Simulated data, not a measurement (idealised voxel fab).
This is a process module. Its name is voxel capacitor over wiring.
We display cut, a cross-section 200 nm in width whose square cells are each 5 nm.
Reading order for cross-sections: top band down to bottom band. Underlying form: a grid of square cells. Band size: one or more rows of cells.
Band: top and bottom heights (nm) first, top before bottom; then materials from left to right, widths in nm. "all across" marks a sole material filling the band edge to edge. "blank" denotes empty space.
For the purposes of this specification, 0 denotes the height below which the wafer in its as-received condition is composed wholly of one material, and the lowermost band, lacking a lower limit, extends downward without end, as expressed in "0..down".
Width "30..40": first value at the band's top row of cells, second value at its bottom row, equal change from row to row.
Take "no modification" at face value: in the step it is given for, the cross-section changed in none of its cells.
What "Enclosed cavity list" gives you is every empty space of 8 cells or more that is cut off from the top. Each appears as width x height at distance, with the distance taken from the left edge and width, height and distance all in nm.
Anything after a step's settings on that line? It's the simulator's own note about the step.
What "overlay nm" on a step's line means: if the step has a mask, that mask lay this far to the right of its planned place, or, when the value is negative, to the left.

LIST OF PLANNED PROCESS STEPS
1 op RECEIVE | material Si
2 op CONFORMAL_DEP | material SiO2 | thk nm 15
3 op DIRECTIONAL_DEP | material TiN | thk nm 5
4 op DIRECTIONAL_DEP | material W | thk nm 25
5 op MASKED_ETCH | tone cover | mask id METAL_1 | width nm 20 | pitch nm 90 | etch materials W | depth nm 25 | overlay nm 0
6 op MASKED_ETCH | tone cover | mask id METAL_1 | width nm 20 | pitch nm 90 | etch materials TiN | depth nm 5 | overlay nm 0
7 op FILL_DEP | material SiO2 | thk nm 10
8 op CMP | height nm 45
9 op CONFORMAL_DEP | material SiCN | thk nm 5
10 op DIRECTIONAL_DEP | material SiO2 | thk nm 20
11 op DIRECTIONAL_DEP | material aC | thk nm 10
12 op PATTERN | tone open | mask id PLUG_1 | material resist | width nm 15 | thk nm 25 | overlay nm 0
13 op DIRECTIONAL_ETCH | etch materials aC | depth nm 10
14 op STRIP | etch materials resist
15 op DIRECTIONAL_ETCH | etch materials SiO2 | depth nm 20
16 op DIRECTIONAL_ETCH | etch materials SiCN | depth nm 5
17 op STRIP | etch materials aC
18 op CONFORMAL_DEP | material TiN | thk nm 5
19 op FILL_DEP | material W | thk nm 5
20 op CMP | height nm 70
21 op DIRECTIONAL_DEP | material TiN | thk nm 10
22 op DIRECTIONAL_DEP | material HfO2 | thk nm 5
23 op DIRECTIONAL_DEP | material TiN | thk nm 5
24 op DIRECTIONAL_DEP | material aC | thk nm 15
25 op PATTERN | tone cover | mask id UPPER_PLATE | material resist | width nm 75 | thk nm 30 | overlay nm 0
26 op DIRECTIONAL_ETCH | etch materials aC | depth nm 15
27 op STRIP | etch materials resist
28 op DIRECTIONAL_ETCH | etch materials TiN | depth nm 5
29 op DIRECTIONAL_ETCH | etch materials HfO2 | depth nm 5
30 op STRIP | etch materials aC
31 op PATTERN | tone cover | mask id LOWER_PLATE | material resist | width nm 85 | thk nm 20 | overlay nm 0
32 op DIRECTIONAL_ETCH | etch materials TiN | depth nm 10
33 op STRIP | etch materials resist
34 op FILL_DEP | material SiO2 | thk nm 20
35 op CMP | height nm 105
36 op DIRECTIONAL_DEP | material aC | thk nm 15
37 op PATTERN | tone open | mask id PLUG_2 | material resist | width nm 15 | thk nm 35 | overlay nm 0
38 op DIRECTIONAL_ETCH | etch materials aC | depth nm 15
39 op STRIP | etch materials resist
40 op DIRECTIONAL_ETCH | etch materials SiO2 | depth nm 15
41 op STRIP | etch materials aC
42 op CONFORMAL_DEP | material TiN | thk nm 5
43 op FILL_DEP | material Cu | thk nm 5
44 op CMP | height nm 105
45 op CONFORMAL_DEP | material SiN | thk nm 5

BELOW: THE FIRST OF TWO WAFERS, RUN AS PLANNED

AS RECEIVED, AFTER STEP 1
	0..down: Si all across
	Enclosed cavity list: none

CROSS-SECTION OF THE WAFER SUBSEQUENT TO STEP 2
	15..0: SiO2 all across
	Anything lower than 0 is untouched.

CROSS-SECTION OF THE WAFER SUBSEQUENT TO STEP 3
	20..15: TiN all across
	Anything lower than 15 is untouched.

CROSS-SECTION OF THE WAFER SUBSEQUENT TO STEP 4
	45..20: W all across
	Anything lower than 20 is untouched.

CROSS-SECTION OF THE WAFER SUBSEQUENT TO STEP 5
	45..20: blank: 45; W: 20; blank: 70; W: 20; blank: 45
	Anything lower than 20 is untouched.

CROSS-SECTION OF THE WAFER SUBSEQUENT TO STEP 6
	45..20: blank: 45; W: 20; blank: 70; W: 20; blank: 45
	20..15: blank: 45; TiN: 20; blank: 70; TiN: 20; blank: 45
	Anything lower than 15 is untouched.

CROSS-SECTION OF THE WAFER SUBSEQUENT TO STEP 7
	55..45: SiO2 all across
	45..20: SiO2: 45; W: 20; SiO2: 70; W: 20; SiO2: 45
	20..15: SiO2: 45; TiN: 20; SiO2: 70; TiN: 20; SiO2: 45
	Anything lower than 15 is untouched.

CROSS-SECTION OF THE WAFER SUBSEQUENT TO STEP 8
	45..20: SiO2: 45; W: 20; SiO2: 70; W: 20; SiO2: 45
	Anything lower than 20 is untouched.

CROSS-SECTION OF THE WAFER SUBSEQUENT TO STEP 9
	50..45: SiCN all across
	Anything lower than 45 is untouched.

CROSS-SECTION OF THE WAFER SUBSEQUENT TO STEP 10
	70..50: SiO2 all across
	Anything lower than 50 is untouched.

CROSS-SECTION OF THE WAFER SUBSEQUENT TO STEP 11
	80..70: aC all across
	Anything lower than 70 is untouched.

CROSS-SECTION OF THE WAFER SUBSEQUENT TO STEP 12
	105..80: resist: 50; blank: 15; resist: 135
	Anything lower than 80 is untouched.

CROSS-SECTION OF THE WAFER SUBSEQUENT TO STEP 13
	95..80: resist: 50; blank: 15; resist: 135
	80..70: aC: 50; blank: 15; aC: 135
	Anything lower than 70 is untouched.

CROSS-SECTION OF THE WAFER SUBSEQUENT TO STEP 14
	80..70: aC: 50; blank: 15; aC: 135
	Anything lower than 70 is untouched.

CROSS-SECTION OF THE WAFER SUBSEQUENT TO STEP 15
	80..70: aC: 50; blank: 15; aC: 135
	70..50: SiO2: 50; blank: 15; SiO2: 135
	Anything lower than 50 is untouched.

CROSS-SECTION OF THE WAFER SUBSEQUENT TO STEP 16
	80..70: aC: 50; blank: 15; aC: 135
	70..50: SiO2: 50; blank: 15; SiO2: 135
	50..45: SiCN: 50; blank: 15; SiCN: 135
	Anything lower than 45 is untouched.

CROSS-SECTION OF THE WAFER SUBSEQUENT TO STEP 17
	70..50: SiO2: 50; blank: 15; SiO2: 135
	Anything lower than 50 is untouched.

CROSS-SECTION OF THE WAFER SUBSEQUENT TO STEP 18
	75..70: TiN: 55; blank: 5; TiN: 140
	70..50: SiO2: 50; TiN: 5; blank: 5; TiN: 5; SiO2: 135
	50..45: SiCN: 50; TiN: 15; SiCN: 135
	Anything lower than 45 is untouched.

CROSS-SECTION OF THE WAFER SUBSEQUENT TO STEP 19
	80..75: W all across
	75..70: TiN: 55; W: 5; TiN: 140
	70..50: SiO2: 50; TiN: 5; W: 5; TiN: 5; SiO2: 135
	Anything lower than 50 is untouched.

CROSS-SECTION OF THE WAFER SUBSEQUENT TO STEP 20
	70..50: SiO2: 50; TiN: 5; W: 5; TiN: 5; SiO2: 135
	Anything lower than 50 is untouched.

CROSS-SECTION OF THE WAFER SUBSEQUENT TO STEP 21
	80..70: TiN all across
	Anything lower than 70 is untouched.

CROSS-SECTION OF THE WAFER SUBSEQUENT TO STEP 22
	85..80: HfO2 all across
	Anything lower than 80 is untouched.

CROSS-SECTION OF THE WAFER SUBSEQUENT TO STEP 23
	90..85: TiN all across
	Anything lower than 85 is untouched.

CROSS-SECTION OF THE WAFER SUBSEQUENT TO STEP 24
	105..90: aC all across
	Anything lower than 90 is untouched.

CROSS-SECTION OF THE WAFER SUBSEQUENT TO STEP 25
	135..105: blank: 50; resist: 75; blank: 75
	Anything lower than 105 is untouched.

CROSS-SECTION OF THE WAFER SUBSEQUENT TO STEP 26
	120..105: blank: 50; resist: 75; blank: 75
	105..90: blank: 50; aC: 75; blank: 75
	Anything lower than 90 is untouched.

CROSS-SECTION OF THE WAFER SUBSEQUENT TO STEP 27
	105..90: blank: 50; aC: 75; blank: 75
	Anything lower than 90 is untouched.

CROSS-SECTION OF THE WAFER SUBSEQUENT TO STEP 28
	105..90: blank: 50; aC: 75; blank: 75
	90..85: blank: 50; TiN: 75; blank: 75
	Anything lower than 85 is untouched.

CROSS-SECTION OF THE WAFER SUBSEQUENT TO STEP 29
	105..90: blank: 50; aC: 75; blank: 75
	90..85: blank: 50; TiN: 75; blank: 75
	85..80: blank: 50; HfO2: 75; blank: 75
	Anything lower than 80 is untouched.

CROSS-SECTION OF THE WAFER SUBSEQUENT TO STEP 30
	90..85: blank: 50; TiN: 75; blank: 75
	Anything lower than 85 is untouched.

CROSS-SECTION OF THE WAFER SUBSEQUENT TO STEP 31
	110..90: blank: 45; resist: 85; blank: 70
	90..85: blank: 45; resist: 5; TiN: 75; resist: 5; blank: 70
	85..80: blank: 45; resist: 5; HfO2: 75; resist: 5; blank: 70
	Anything lower than 80 is untouched.

CROSS-SECTION OF THE WAFER SUBSEQUENT TO STEP 32
	110..90: blank: 45; resist: 85; blank: 70
	90..85: blank: 45; resist: 5; TiN: 75; resist: 5; blank: 70
	85..80: blank: 45; resist: 5; HfO2: 75; resist: 5; blank: 70
	80..70: blank: 45; TiN: 85; blank: 70
	Anything lower than 70 is untouched.

CROSS-SECTION OF THE WAFER SUBSEQUENT TO STEP 33
	90..85: blank: 50; TiN: 75; blank: 75
	85..80: blank: 50; HfO2: 75; blank: 75
	Anything lower than 80 is untouched.

CROSS-SECTION OF THE WAFER SUBSEQUENT TO STEP 34
	110..90: SiO2 all across
	90..85: SiO2: 50; TiN: 75; SiO2: 75
	85..80: SiO2: 50; HfO2: 75; SiO2: 75
	80..70: SiO2: 45; TiN: 85; SiO2: 70
	Anything lower than 70 is untouched.

CROSS-SECTION OF THE WAFER SUBSEQUENT TO STEP 35
	105..90: SiO2 all across
	Anything lower than 90 is untouched.

CROSS-SECTION OF THE WAFER SUBSEQUENT TO STEP 36
	120..105: aC all across
	Anything lower than 105 is untouched.

CROSS-SECTION OF THE WAFER SUBSEQUENT TO STEP 37
	155..120: resist: 60; blank: 15; resist: 125
	Anything lower than 120 is untouched.

CROSS-SECTION OF THE WAFER SUBSEQUENT TO STEP 38
	140..120: resist: 60; blank: 15; resist: 125
	120..105: aC: 60; blank: 15; aC: 125
	Anything lower than 105 is untouched.

CROSS-SECTION OF THE WAFER SUBSEQUENT TO STEP 39
	120..105: aC: 60; blank: 15; aC: 125
	Anything lower than 105 is untouched.

CROSS-SECTION OF THE WAFER SUBSEQUENT TO STEP 40
	120..105: aC: 60; blank: 15; aC: 125
	105..90: SiO2: 60; blank: 15; SiO2: 125
	Anything lower than 90 is untouched.

CROSS-SECTION OF THE WAFER SUBSEQUENT TO STEP 41
	105..90: SiO2: 60; blank: 15; SiO2: 125
	Anything lower than 90 is untouched.

CROSS-SECTION OF THE WAFER SUBSEQUENT TO STEP 42
	110..105: TiN: 65; blank: 5; TiN: 130
	105..95: SiO2: 60; TiN: 5; blank: 5; TiN: 5; SiO2: 125
	95..85: SiO2: 60..50; TiN: 15..75; SiO2: 125..75
	Anything lower than 85 is untouched.

CROSS-SECTION OF THE WAFER SUBSEQUENT TO STEP 43
	115..110: Cu all across
	110..105: TiN: 65; Cu: 5; TiN: 130
	105..95: SiO2: 60; TiN: 5; Cu: 5; TiN: 5; SiO2: 125
	Anything lower than 95 is untouched.

CROSS-SECTION OF THE WAFER SUBSEQUENT TO STEP 44
	105..95: SiO2: 60; TiN: 5; Cu: 5; TiN: 5; SiO2: 125
	Anything lower than 95 is untouched.

CROSS-SECTION OF THE WAFER SUBSEQUENT TO STEP 45
	110..105: SiN all across
	Anything lower than 105 is untouched.

COMPANION WAFER, THE SECOND OF TWO: SAME BEGINNING, SAME INTENDED SEQUENCE, ONE MISTAKE IN CARRYING IT OUT; THROUGH STEP 8 INCLUSIVE IT TRACKS THE FIRST EXACTLY

HERE IS THE SECOND WAFER IN CROSS-SECTION AT THE POINT WHERE STEP 9 OF THE PLAN SHOULD HAVE BEEN DONE
	65..45: SiO2 all across
	Anything lower than 45 is untouched.

HERE IS THE SECOND WAFER IN CROSS-SECTION AT THE POINT WHERE STEP 10 OF THE PLAN SHOULD HAVE BEEN DONE
	70..65: SiCN all across
	Anything lower than 65 is untouched.

HERE IS THE SECOND WAFER IN CROSS-SECTION AT THE POINT WHERE STEP 11 OF THE PLAN SHOULD HAVE BEEN DONE
	80..70: aC all across
	Anything lower than 70 is untouched.

HERE IS THE SECOND WAFER IN CROSS-SECTION AT THE POINT WHERE STEP 12 OF THE PLAN SHOULD HAVE BEEN DONE
	105..80: resist: 50; blank: 15; resist: 135
	Anything lower than 80 is untouched.

HERE IS THE SECOND WAFER IN CROSS-SECTION AT THE POINT WHERE STEP 13 OF THE PLAN SHOULD HAVE BEEN DONE
	95..80: resist: 50; blank: 15; resist: 135
	80..70: aC: 50; blank: 15; aC: 135
	Anything lower than 70 is untouched.

HERE IS THE SECOND WAFER IN CROSS-SECTION AT THE POINT WHERE STEP 14 OF THE PLAN SHOULD HAVE BEEN DONE
	80..70: aC: 50; blank: 15; aC: 135
	Anything lower than 70 is untouched.

Here is the second wafer in cross-section at the point where step 15 of the plan should have been done: no modification

HERE IS THE SECOND WAFER IN CROSS-SECTION AT THE POINT WHERE STEP 16 OF THE PLAN SHOULD HAVE BEEN DONE
	80..70: aC: 50; blank: 15; aC: 135
	70..65: SiCN: 50; blank: 15; SiCN: 135
	Anything lower than 65 is untouched.

HERE IS THE SECOND WAFER IN CROSS-SECTION AT THE POINT WHERE STEP 17 OF THE PLAN SHOULD HAVE BEEN DONE
	70..65: SiCN: 50; blank: 15; SiCN: 135
	Anything lower than 65 is untouched.

HERE IS THE SECOND WAFER IN CROSS-SECTION AT THE POINT WHERE STEP 18 OF THE PLAN SHOULD HAVE BEEN DONE
	75..70: TiN: 55; blank: 5; TiN: 140
	70..65: SiCN: 50; TiN: 15; SiCN: 135
	Anything lower than 65 is untouched.

HERE IS THE SECOND WAFER IN CROSS-SECTION AT THE POINT WHERE STEP 19 OF THE PLAN SHOULD HAVE BEEN DONE
	80..75: W all across
	75..70: TiN: 55; W: 5; TiN: 140
	Anything lower than 70 is untouched.

HERE IS THE SECOND WAFER IN CROSS-SECTION AT THE POINT WHERE STEP 20 OF THE PLAN SHOULD HAVE BEEN DONE
	70..65: SiCN: 50; TiN: 15; SiCN: 135
	Anything lower than 65 is untouched.

HERE IS THE SECOND WAFER IN CROSS-SECTION AT THE POINT WHERE STEP 21 OF THE PLAN SHOULD HAVE BEEN DONE
	80..70: TiN all across
	Anything lower than 70 is untouched.

HERE IS THE SECOND WAFER IN CROSS-SECTION AT THE POINT WHERE STEP 22 OF THE PLAN SHOULD HAVE BEEN DONE
	85..80: HfO2 all across
	Anything lower than 80 is untouched.

HERE IS THE SECOND WAFER IN CROSS-SECTION AT THE POINT WHERE STEP 23 OF THE PLAN SHOULD HAVE BEEN DONE
	90..85: TiN all across
	Anything lower than 85 is untouched.

HERE IS THE SECOND WAFER IN CROSS-SECTION AT THE POINT WHERE STEP 24 OF THE PLAN SHOULD HAVE BEEN DONE
	105..90: aC all across
	Anything lower than 90 is untouched.

HERE IS THE SECOND WAFER IN CROSS-SECTION AT THE POINT WHERE STEP 25 OF THE PLAN SHOULD HAVE BEEN DONE
	135..105: blank: 50; resist: 75; blank: 75
	Anything lower than 105 is untouched.

HERE IS THE SECOND WAFER IN CROSS-SECTION AT THE POINT WHERE STEP 26 OF THE PLAN SHOULD HAVE BEEN DONE
	120..105: blank: 50; resist: 75; blank: 75
	105..90: blank: 50; aC: 75; blank: 75
	Anything lower than 90 is untouched.

HERE IS THE SECOND WAFER IN CROSS-SECTION AT THE POINT WHERE STEP 27 OF THE PLAN SHOULD HAVE BEEN DONE
	105..90: blank: 50; aC: 75; blank: 75
	Anything lower than 90 is untouched.

HERE IS THE SECOND WAFER IN CROSS-SECTION AT THE POINT WHERE STEP 28 OF THE PLAN SHOULD HAVE BEEN DONE
	105..90: blank: 50; aC: 75; blank: 75
	90..85: blank: 50; TiN: 75; blank: 75
	Anything lower than 85 is untouched.

HERE IS THE SECOND WAFER IN CROSS-SECTION AT THE POINT WHERE STEP 29 OF THE PLAN SHOULD HAVE BEEN DONE
	105..90: blank: 50; aC: 75; blank: 75
	90..85: blank: 50; TiN: 75; blank: 75
	85..80: blank: 50; HfO2: 75; blank: 75
	Anything lower than 80 is untouched.

HERE IS THE SECOND WAFER IN CROSS-SECTION AT THE POINT WHERE STEP 30 OF THE PLAN SHOULD HAVE BEEN DONE
	90..85: blank: 50; TiN: 75; blank: 75
	Anything lower than 85 is untouched.

HERE IS THE SECOND WAFER IN CROSS-SECTION AT THE POINT WHERE STEP 31 OF THE PLAN SHOULD HAVE BEEN DONE
	110..90: blank: 45; resist: 85; blank: 70
	90..85: blank: 45; resist: 5; TiN: 75; resist: 5; blank: 70
	85..80: blank: 45; resist: 5; HfO2: 75; resist: 5; blank: 70
	Anything lower than 80 is untouched.

HERE IS THE SECOND WAFER IN CROSS-SECTION AT THE POINT WHERE STEP 32 OF THE PLAN SHOULD HAVE BEEN DONE
	110..90: blank: 45; resist: 85; blank: 70
	90..85: blank: 45; resist: 5; TiN: 75; resist: 5; blank: 70
	85..80: blank: 45; resist: 5; HfO2: 75; resist: 5; blank: 70
	80..70: blank: 45; TiN: 85; blank: 70
	Anything lower than 70 is untouched.

HERE IS THE SECOND WAFER IN CROSS-SECTION AT THE POINT WHERE STEP 33 OF THE PLAN SHOULD HAVE BEEN DONE
	90..85: blank: 50; TiN: 75; blank: 75
	85..80: blank: 50; HfO2: 75; blank: 75
	Anything lower than 80 is untouched.

HERE IS THE SECOND WAFER IN CROSS-SECTION AT THE POINT WHERE STEP 34 OF THE PLAN SHOULD HAVE BEEN DONE
	110..90: SiO2 all across
	90..85: SiO2: 50; TiN: 75; SiO2: 75
	85..80: SiO2: 50; HfO2: 75; SiO2: 75
	80..70: SiO2: 45; TiN: 85; SiO2: 70
	Anything lower than 70 is untouched.

HERE IS THE SECOND WAFER IN CROSS-SECTION AT THE POINT WHERE STEP 35 OF THE PLAN SHOULD HAVE BEEN DONE
	105..90: SiO2 all across
	Anything lower than 90 is untouched.

HERE IS THE SECOND WAFER IN CROSS-SECTION AT THE POINT WHERE STEP 36 OF THE PLAN SHOULD HAVE BEEN DONE
	120..105: aC all across
	Anything lower than 105 is untouched.

HERE IS THE SECOND WAFER IN CROSS-SECTION AT THE POINT WHERE STEP 37 OF THE PLAN SHOULD HAVE BEEN DONE
	155..120: resist: 60; blank: 15; resist: 125
	Anything lower than 120 is untouched.

HERE IS THE SECOND WAFER IN CROSS-SECTION AT THE POINT WHERE STEP 38 OF THE PLAN SHOULD HAVE BEEN DONE
	140..120: resist: 60; blank: 15; resist: 125
	120..105: aC: 60; blank: 15; aC: 125
	Anything lower than 105 is untouched.

HERE IS THE SECOND WAFER IN CROSS-SECTION AT THE POINT WHERE STEP 39 OF THE PLAN SHOULD HAVE BEEN DONE
	120..105: aC: 60; blank: 15; aC: 125
	Anything lower than 105 is untouched.

HERE IS THE SECOND WAFER IN CROSS-SECTION AT THE POINT WHERE STEP 40 OF THE PLAN SHOULD HAVE BEEN DONE
	120..105: aC: 60; blank: 15; aC: 125
	105..90: SiO2: 60; blank: 15; SiO2: 125
	Anything lower than 90 is untouched.

HERE IS THE SECOND WAFER IN CROSS-SECTION AT THE POINT WHERE STEP 41 OF THE PLAN SHOULD HAVE BEEN DONE
	105..90: SiO2: 60; blank: 15; SiO2: 125
	Anything lower than 90 is untouched.

HERE IS THE SECOND WAFER IN CROSS-SECTION AT THE POINT WHERE STEP 42 OF THE PLAN SHOULD HAVE BEEN DONE
	110..105: TiN: 65; blank: 5; TiN: 130
	105..95: SiO2: 60; TiN: 5; blank: 5; TiN: 5; SiO2: 125
	95..85: SiO2: 60..50; TiN: 15..75; SiO2: 125..75
	Anything lower than 85 is untouched.

HERE IS THE SECOND WAFER IN CROSS-SECTION AT THE POINT WHERE STEP 43 OF THE PLAN SHOULD HAVE BEEN DONE
	115..110: Cu all across
	110..105: TiN: 65; Cu: 5; TiN: 130
	105..95: SiO2: 60; TiN: 5; Cu: 5; TiN: 5; SiO2: 125
	Anything lower than 95 is untouched.

HERE IS THE SECOND WAFER IN CROSS-SECTION AT THE POINT WHERE STEP 44 OF THE PLAN SHOULD HAVE BEEN DONE
	105..95: SiO2: 60; TiN: 5; Cu: 5; TiN: 5; SiO2: 125
	Anything lower than 95 is untouched.

HERE IS THE SECOND WAFER IN CROSS-SECTION AT THE POINT WHERE STEP 45 OF THE PLAN SHOULD HAVE BEEN DONE
	110..105: SiN all across
	Anything lower than 105 is untouched.
What was the processing mistake? mixed up steps 9 and 10 - ran each in the other's place
Looking at both finished wafers in cells, the second ends up ahead of or behind the first on some materials: +12 SiO2 | -8 TiN | -4 W
